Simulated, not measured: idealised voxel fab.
The process module presented herein is designated voxel ribs on slabs.
Section shown: cut. Width: 185 nm. Cell size: 5 nm, square.
Cross-section format: a grid of square cells, given as bands from top to bottom; each band is one or more rows of cells. Heights first: top, then bottom, in nm. Then materials, left to right, each with a width in nm. "edge to edge" on a single material: fills the band edge to edge. "air": empty space. Height reference: 0 = level under which incoming wafer is all one material. Lowest band: no bottom, runs on downward, e.g. "0 down". The expression "30..40" gives the width at the extremes of the band, the first number at its top row of cells and the second at its bottom row, with the width changing by equal amounts from each row to the next in between. When a step is marked "changes: none", none of the cells in the cross-section changed during that step. Heads up: "Closed empty spaces" only lists the empty pockets with no open path to the top that are 8 cells or more, and it writes them as width x height at distance, distance from the left edge, in nm. Post-settings text on a step line: simulator's own remark regarding the step. The setting "overlay nm" may be written on the line of a step. When the step uses a mask, the value reports how far to the right of the planned place the mask lay, and a negative value reports that it lay to the left.
### The steps planned for the process are as follows
1) RECEIVE | material Si
2) DIRECTIONAL_DEP | material SiO2 | thk nm 30
3) DIRECTIONAL_DEP | material SiN | thk nm 15
4) DIRECTIONAL_DEP | material aC | thk nm 15
5) PATTERN | tone cover | mask id RIB | material resist | width nm 30 | thk nm 35 | overlay nm 0
6) DIRECTIONAL_ETCH | etch materials aC | depth nm 15
7) STRIP | etch materials resist
8) DIRECTIONAL_ETCH | etch materials SiN | depth nm 5
9) STRIP | etch materials aC
10) DIRECTIONAL_DEP | material aC | thk nm 10
11) PATTERN | tone cover | mask id SLAB | material resist | width nm 80 | thk nm 30 | overlay nm 0
12) DIRECTIONAL_ETCH | etch materials aC | depth nm 10
13) STRIP | etch materials resist
14) DIRECTIONAL_ETCH | etch materials SiN | depth nm 10
15) STRIP | etch materials aC
16) FILL_DEP | material SiO2 | thk nm 15
17) CMP | height nm 55
18) DIRECTIONAL_DEP | material W | thk nm 10
19) MASKED_ETCH | tone cover | mask id HEATER | width nm 40 | etch materials W | depth nm 10 | overlay nm 0
20) CONFORMAL_DEP | material SiN | thk nm 10
### Cross-section of the wafer as it came to us, i.e., already through step 1
> 0 down: Si edge to edge
> Closed empty spaces: none
### Cross-section at module end, one run error; start and plan unchanged from above
> 75 to 65: air 60 nm  SiN 60 nm  air 65 nm
> 65 to 55: SiN 70 nm  W 40 nm  SiN 75 nm
> 55 to 45: SiO2 edge to edge
> 45 to 40: SiO2 75 nm  SiN 30 nm  SiO2 80 nm
> 40 to 30: SiO2 55 nm  SiN 80 nm  SiO2 50 nm
> 30 to 0: SiO2 edge to edge
> 0 down: Si edge to edge
> Closed empty spaces: none
Run error: step 11 did not happen as planned, as run it was PATTERN | tone cover | mask id SLAB | material resist | width nm 80 | thk nm 30 | overlay nm 5
